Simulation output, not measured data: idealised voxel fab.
Proc. module: voxel quadruple lines
This is section cut - it's 205 nm across, gridded in 5 nm square cells.
In what follows, cross-sections appear as grids of square cells, described through bands that run from the top down, where every band is one or more rows of cells.
In this notation a band is specified by the heights of its top and bottom, in that order and in nm, after which its materials appear from left to right, each paired with its width in nm. The word "edge to edge" attached to a single material means that material fills the band from edge to edge; the word "empty" stands for empty space.
Measure heights from 0. That's the level where, below it, the as-received wafer is all one material. The lowest band is bottomless and extends downward; write it as in "from 0 down".
Width: "30..40" (first number = top row, second number = bottom row, same change from row to row of cells).
"remained the same" after a step means that no cell of the cross-section changed.
Under "Enclosed void entries" you'll find the enclosed gaps, the ones with no way out to the top, that are 8 cells or bigger; each reads width x height at distance, with distance counted from the left edge, everything in nm.
On a step's line, text after the settings is the simulator commenting on that step.
The "overlay nm" setting may appear on a step's line; for a step that uses a mask, it gives how far to the right of its planned position the mask lay, and a negative value indicates the left.

Below is the list of planned process steps
1. op RECEIVE | material Si
2. op CONFORMAL_DEP | material SiO2 | thk nm 10
3. op DIRECTIONAL_DEP | material TiN | thk nm 15
4. op DIRECTIONAL_DEP | material polySi | thk nm 20
5. op DIRECTIONAL_DEP | material aC | thk nm 25
6. op PATTERN | tone cover | mask id MANDREL | material resist | width nm 20 | thk nm 30 | overlay nm 0
7. op DIRECTIONAL_ETCH | etch materials aC | depth nm 25
8. op STRIP | etch materials resist
9. op CONFORMAL_DEP | material SiO2 | thk nm 10
10. op DIRECTIONAL_ETCH | etch materials SiO2 | depth nm 10
11. op STRIP | etch materials aC
12. op DIRECTIONAL_ETCH | etch materials polySi | depth nm 20
13. op STRIP | etch materials SiO2
14. op CONFORMAL_DEP | material SiN | thk nm 5
15. op DIRECTIONAL_ETCH | etch materials SiN | depth nm 5
16. op STRIP | etch materials polySi
17. op DIRECTIONAL_ETCH | etch materials TiN | depth nm 15
18. op STRIP | etch materials SiN

As-received wafer cross-section (after step 1)
- from 0 down: Si edge to edge
- Enclosed void entries: none

What the wafer looks like in cross-section after this module, when it starts as shown above and follows the plan above but one mistake is made in running it
- from 20 to 10: 75 empty; 5 TiN; 10 empty; 5 TiN; 10 empty; 5 TiN; 10 empty; 5 TiN; 80 empty
- from 10 to 0: SiO2 edge to edge
- from 0 down: Si edge to edge
- Enclosed void entries: none
What went wrong in running the wafer? off-plan run, step 3, actual operation and settings op DIRECTIONAL_DEP | material TiN | thk nm 10
